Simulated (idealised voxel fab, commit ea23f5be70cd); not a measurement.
process module | voxel self aligned contacts
cross-section cut | 285 nm wide | cells 5 nm
A cross-section is a grid of square cells, given in bands from the top down. A band is one or more rows of cells.
Each band's line starts with the height of the band's top and of its bottom, in nm. Then come its materials from left to right, each with its width in nm. One material with "throughout" fills the band from edge to edge. "air" is empty space.
Height 0 is the level under which the wafer as received is all one material. The lowest band goes on downwards, as in "0 down".
A width such as "30 to 40" changes by the same amount from each row of cells to the next, from the band's top row to its bottom row.
"no change" after a step means that no cell of the cross-section changed.
closed voids: empty space of 8 cells or more with no open way to the top, each as width x height at its distance from the left edge, in nm
after a step's settings: what the simulator itself notes on the step
overlay nm, on a step with a mask: how far to the right of its planned place the mask lay; to the left if negative
plan
1 op RECEIVE | material Si
2 op OXIDIZE | depth nm 5
3 op DIRECTIONAL_DEP | material polySi | thk nm 25
4 op DIRECTIONAL_DEP | material SiN | thk nm 15
5 op DIRECTIONAL_DEP | material aC | thk nm 15
6 op PATTERN | tone cover | mask id GATE | material resist | width nm 25 | pitch nm 55 | thk nm 30 | overlay nm 0
7 op DIRECTIONAL_ETCH | etch materials aC | depth nm 15
8 op STRIP | etch materials resist
9 op DIRECTIONAL_ETCH | etch materials SiN | depth nm 15
10 op DIRECTIONAL_ETCH | etch materials polySi | depth nm 25
11 op STRIP | etch materials aC
12 op CONFORMAL_DEP | material SiN | thk nm 5
13 op DIRECTIONAL_ETCH | etch materials SiN | depth nm 5
14 op FILL_DEP | material SiO2 | thk nm 10
15 op CMP | height nm 45
16 op MASKED_ETCH | tone open | mask id CONTACT | width nm 40 | pitch nm 55 | etch materials SiO2 | depth nm 50 | overlay nm 0
17 op CONFORMAL_DEP | material TiN | thk nm 5
18 op FILL_DEP | material W | thk nm 5
19 op CMP | height nm 45
20 op CONFORMAL_DEP | material SiN | thk nm 5
as received, after step 1
  0 down: Si throughout
  closed voids: none
first wafer at the end, as planned
  50 to 45: SiN throughout
  45 to 40: SiO2 95 | TiN 15 | W 10 | TiN 15 | SiO2 15 | TiN 15 | W 10 | TiN 15 | SiO2 95
  40 to 25: SiO2 70 | SiN 35 | TiN 5 | W 10 | TiN 5 | SiN 35 | TiN 5 | W 10 | TiN 5 | SiN 35 | SiO2 70
  25 to 0: SiO2 70 | SiN 5 | polySi 25 | SiN 5 | TiN 5 | W 10 | TiN 5 | SiN 5 | polySi 25 | SiN 5 | TiN 5 | W 10 | TiN 5 | SiN 5 | polySi 25 | SiN 5 | SiO2 70
  0 to -5: SiO2 105 | TiN 20 | SiO2 35 | TiN 20 | SiO2 105
  -5 down: Si throughout
  closed voids: none
second wafer at the end: like start, like plan, one mistake
  50 to 45: SiN throughout
  45 to 30: SiO2 70 | SiN 5 | polySi 25 | SiN 5 | TiN 5 | W 10 | TiN 5 | SiN 5 | polySi 25 | SiN 5 | TiN 5 | W 10 | TiN 5 | SiN 5 | polySi 25 | SiN 5 | SiO2 70
  30 to 25: SiO2 70 | SiN 5 | polySi 25 | SiN 5 | TiN 20 | SiN 5 | polySi 25 | SiN 5 | TiN 20 | SiN 5 | polySi 25 | SiN 5 | SiO2 70
  25 to 0: polySi throughout
  0 to -5: SiO2 throughout
  -5 down: Si throughout
  closed voids: none
what went wrong: step 3 was run twice
at the end the second wafer has, in cells: 69 fewer of SiN | 145 fewer of SiO2 | 32 fewer of TiN | 24 fewer of W | 270 more of polySi
